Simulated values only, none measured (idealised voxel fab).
Name of the process module below: voxel air gaps
Square cell edge 5 nm, section width 220 nm, ID cut.
This document writes a cross-section as a grid whose cells are square, and gives it as bands, listed from the top down; one or more rows of cells form a band.
Each band's line starts with the height of the band's top and of its bottom, in nm. Then come its materials from left to right, each with its width in nm. One material with "throughout" fills the band from edge to edge. "air" is empty space.
Heights are reckoned from 0. Under this level, the received wafer is all of one material. The bottommost band is open-ended downward, for example "z 0 and below".
Think of "30 to 40" as a width that walks from the first number to the second as you go down the band, top row to bottom row, taking equal-sized steps from row to row.
When a step is marked "nothing changed", none of the cells in the cross-section changed during that step.
Reported under the label "Closed cavities" are the empty spaces having no open way to the top and comprising 8 cells or more; the notation for each is width x height at distance, in which the distance is measured from the left edge and all three values are in nm.
Read whatever lies past the settings on a step's line as the simulator's own remark about the step.
The "overlay nm" setting may appear on a step's line; for a step that uses a mask, it gives how far to the right of its planned position the mask lay, and a negative value indicates the left.
The remainder of this document consists of a sequence of paired cross-sections. Each pair presents the cross-section prior to one process step together with the cross-section following it, the latter being rendered only as deep as the lowest band that underwent change. The intervening step, together with its settings, is stated beneath each pair. Because the pairs may originate from different runs of this module on the same starting wafer, a given pair is to be read as continuing from the preceding pair only where its entry headed "Incoming structure" so indicates.

Incoming structure:
z 65 to 60: Ru throughout
z 60 to 55: 55 nm Ru, then 25 nm TiN, then 15 nm Ru, then 25 nm TiN, then 15 nm Ru, then 25 nm TiN, then 60 nm Ru
z 55 to 20: 55 nm Ru, then 5 nm TiN, then 15 nm SiO2, then 5 nm TiN, then 15 nm Ru, then 5 nm TiN, then 15 nm SiO2, then 5 nm TiN, then 15 nm Ru, then 5 nm TiN, then 15 nm SiO2, then 5 nm TiN, then 60 nm Ru
z 20 to 15: 60 nm TiN, then 15 nm SiO2, then 25 nm TiN, then 15 nm SiO2, then 25 nm TiN, then 15 nm SiO2, then 65 nm TiN
z 15 to 10: SiN throughout
z 10 to 0: SiO2 throughout
z 0 and below: Si throughout
Closed cavities: none

State After Step:
z 55 to 20: 55 nm Ru, then 5 nm TiN, then 15 nm SiO2, then 5 nm TiN, then 15 nm Ru, then 5 nm TiN, then 15 nm SiO2, then 5 nm TiN, then 15 nm Ru, then 5 nm TiN, then 15 nm SiO2, then 5 nm TiN, then 60 nm Ru
Below 20, no change.
Closed cavities: none
Quick note on the step between the two cross-sections above: CMP, height nm 55

Incoming structure: check the pair just above; its after cross-section is our before state.

State After Step:
z 65 to 55: Ru throughout
Below 55, no change.
Closed cavities: none
Quick note on the step between the two cross-sections above: EPI, material Ru, thk nm 10

Incoming structure: check the pair just above; its after cross-section is our before state.

State After Step:
z 70 to 65: SiCN throughout
Below 65, no change.
Closed cavities: none
Quick note on the step between the two cross-sections above: CONFORMAL_DEP, material SiCN, thk nm 5
